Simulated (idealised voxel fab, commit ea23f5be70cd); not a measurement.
process module | voxel capacitor over wiring
cross-section cut | 280 nm wide | cells 5 nm
A cross-section is a grid of square cells, given in bands from the top down. A band is one or more rows of cells.
Each band's line starts with the height of the band's top and of its bottom, in nm. Then come its materials from left to right, each with its width in nm. One material with "throughout" fills the band from edge to edge. "air" is empty space.
Height 0 is the level under which the wafer as received is all one material. The lowest band goes on downwards, as in "0 down".
A width such as "30 to 40" changes by the same amount from each row of cells to the next, from the band's top row to its bottom row.
"no change" after a step means that no cell of the cross-section changed.
closed voids: empty space of 8 cells or more with no open way to the top, each as width x height at its distance from the left edge, in nm
after a step's settings: what the simulator itself notes on the step
overlay nm, on a step with a mask: how far to the right of its planned place the mask lay; to the left if negative
plan
1 op RECEIVE | material Si
2 op CONFORMAL_DEP | material SiO2 | thk nm 15
3 op CONFORMAL_DEP | material SiCN | thk nm 5
4 op DIRECTIONAL_DEP | material lowk | thk nm 25
5 op PATTERN | tone open | mask id METAL_1 | material resist | width nm 20 | pitch nm 90 | thk nm 15 | overlay nm 0
6 op DIRECTIONAL_ETCH | etch materials lowk | depth nm 25
7 op DIRECTIONAL_ETCH | etch materials SiCN | depth nm 5
8 op STRIP | etch materials resist
9 op CONFORMAL_DEP | material TiN | thk nm 5
10 op FILL_DEP | material W | thk nm 5
11 op CMP | height nm 45
12 op EPI | material Ru | thk nm 5
13 op FILL_DEP | material SiCN | thk nm 5
14 op DIRECTIONAL_DEP | material SiO2 | thk nm 20
15 op MASKED_ETCH | tone open | mask id PLUG_1 | width nm 15 | etch materials SiO2 | depth nm 20 | overlay nm 0
16 op MASKED_ETCH | tone open | mask id PLUG_1 | width nm 15 | etch materials SiCN | depth nm 5 | overlay nm 0
17 op CONFORMAL_DEP | material TiN | thk nm 5
18 op FILL_DEP | material W | thk nm 10
19 op CMP | height nm 75
20 op DIRECTIONAL_DEP | material TiN | thk nm 5
21 op DIRECTIONAL_DEP | material SiN | thk nm 5
22 op DIRECTIONAL_DEP | material TiN | thk nm 5
23 op MASKED_ETCH | tone cover | mask id UPPER_PLATE | width nm 75 | etch materials TiN | depth nm 5 | overlay nm 0
24 op MASKED_ETCH | tone cover | mask id UPPER_PLATE | width nm 75 | etch materials SiN | depth nm 5 | overlay nm 0
25 op MASKED_ETCH | tone cover | mask id LOWER_PLATE | width nm 85 | etch materials TiN | depth nm 5 | overlay nm 0
26 op FILL_DEP | material SiO2 | thk nm 20
27 op CMP | height nm 105
28 op PATTERN | tone open | mask id PLUG_2 | material resist | width nm 15 | thk nm 15 | overlay nm 0
29 op DIRECTIONAL_ETCH | etch materials SiO2 | depth nm 15
30 op STRIP | etch materials resist
31 op CONFORMAL_DEP | material TiN | thk nm 5
32 op FILL_DEP | material W | thk nm 10
33 op CMP | height nm 105
34 op CONFORMAL_DEP | material SiN | thk nm 5
as received, after step 1
  0 down: Si throughout
  closed voids: none
a wafer at the end: this start, this plan, one mistake
  110 to 105: SiN throughout
  105 to 95: SiO2 100 | TiN 5 | W 5 | TiN 5 | SiO2 165
  95 to 85: SiO2 100 to 90 | TiN 15 to 75 | SiO2 165 to 115
  85 to 80: SiO2 90 | SiN 75 | SiO2 115
  80 to 75: SiO2 85 | TiN 85 | SiO2 110
  75 to 70: TiN 95 | W 5 | TiN 180
  70 to 55: SiO2 90 | TiN 5 | W 5 | TiN 5 | SiO2 175
  55 to 50: SiCN 90 | TiN 15 | SiCN 175
  50 to 45: SiCN 80 | Ru 30 | SiCN 60 | Ru 30 | SiCN 80
  45 to 20: lowk 85 | TiN 5 | W 10 | TiN 5 | lowk 70 | TiN 5 | W 10 | TiN 5 | lowk 85
  20 to 15: SiCN 85 | TiN 20 | SiCN 70 | TiN 20 | SiCN 85
  15 to 0: SiO2 throughout
  0 down: Si throughout
  closed voids: none
what went wrong: step 14 ran as: op DIRECTIONAL_DEP | material SiO2 | thk nm 15
